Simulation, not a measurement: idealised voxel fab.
process module | voxel tone inversion
cross-section cut | 265 nm wide | cells 5 nm
A cross-section is a grid of square cells, given in bands from the top down. A band is one or more rows of cells.
Each band's line starts with the height of the band's top and of its bottom, in nm. Then come its materials from left to right, each with its width in nm. One material with "throughout" fills the band from edge to edge. "air" is empty space.
Height 0 is the level under which the wafer as received is all one material. The lowest band goes on downwards, as in "0 down".
A width such as "30 to 40" changes by the same amount from each row of cells to the next, from the band's top row to its bottom row.
"no change" after a step means that no cell of the cross-section changed.
closed voids: empty space of 8 cells or more with no open way to the top, each as width x height at its distance from the left edge, in nm
after a step's settings: what the simulator itself notes on the step
overlay nm, on a step with a mask: how far to the right of its planned place the mask lay; to the left if negative
plan
1 op RECEIVE | material Si
2 op CONFORMAL_DEP | material SiCN | thk nm 10
3 op DIRECTIONAL_DEP | material polySi | thk nm 25
4 op PATTERN | tone cover | mask id POSTS | material resist | width nm 25 | pitch nm 40 | thk nm 35 | overlay nm 0
5 op DIRECTIONAL_ETCH | etch materials polySi | depth nm 25
6 op STRIP | etch materials resist
7 op FILL_DEP | material SiO2 | thk nm 10
8 op CMP | height nm 35
9 op STRIP | etch materials polySi
first wafer, as planned
as received, after step 1
  0 down: Si throughout
  closed voids: none
after step 2
  10 to 0: SiCN throughout
  below 0: unchanged
after step 3
  35 to 10: polySi throughout
  below 10: unchanged
after step 4
  70 to 35: air 80 | resist 25 | air 15 | resist 25 | air 15 | resist 25 | air 80
  below 35: unchanged
after step 5
  70 to 35: air 80 | resist 25 | air 15 | resist 25 | air 15 | resist 25 | air 80
  35 to 10: air 80 | polySi 25 | air 15 | polySi 25 | air 15 | polySi 25 | air 80
  below 10: unchanged
after step 6
  35 to 10: air 80 | polySi 25 | air 15 | polySi 25 | air 15 | polySi 25 | air 80
  below 10: unchanged
after step 7
  45 to 35: SiO2 throughout
  35 to 10: SiO2 80 | polySi 25 | SiO2 15 | polySi 25 | SiO2 15 | polySi 25 | SiO2 80
  below 10: unchanged
after step 8
  35 to 10: SiO2 80 | polySi 25 | SiO2 15 | polySi 25 | SiO2 15 | polySi 25 | SiO2 80
  below 10: unchanged
after step 9
  35 to 10: SiO2 80 | air 25 | SiO2 15 | air 25 | SiO2 15 | air 25 | SiO2 80
  below 10: unchanged
second wafer: like start, like plan, one mistake. Through step 3 it matches the first wafer
when step 4 should have ended
  70 to 35: resist 80 | air 25 | resist 15 | air 25 | resist 15 | air 25 | resist 80
  below 35: unchanged
when step 5 should have ended
  70 to 35: resist 80 | air 25 | resist 15 | air 25 | resist 15 | air 25 | resist 80
  35 to 10: polySi 80 | air 25 | polySi 15 | air 25 | polySi 15 | air 25 | polySi 80
  below 10: unchanged
when step 6 should have ended
  35 to 10: polySi 80 | air 25 | polySi 15 | air 25 | polySi 15 | air 25 | polySi 80
  below 10: unchanged
when step 7 should have ended
  45 to 35: SiO2 throughout
  35 to 10: polySi 80 | SiO2 25 | polySi 15 | SiO2 25 | polySi 15 | SiO2 25 | polySi 80
  below 10: unchanged
when step 8 should have ended
  35 to 10: polySi 80 | SiO2 25 | polySi 15 | SiO2 25 | polySi 15 | SiO2 25 | polySi 80
  below 10: unchanged
when step 9 should have ended
  35 to 10: air 80 | SiO2 25 | air 15 | SiO2 25 | air 15 | SiO2 25 | air 80
  below 10: unchanged
what went wrong: step 4 ran as: op PATTERN | tone open | mask id POSTS | material resist | width nm 25 | pitch nm 40 | thk nm 35 | overlay nm 0
at the end the second wafer has, in cells: 115 fewer of SiO2
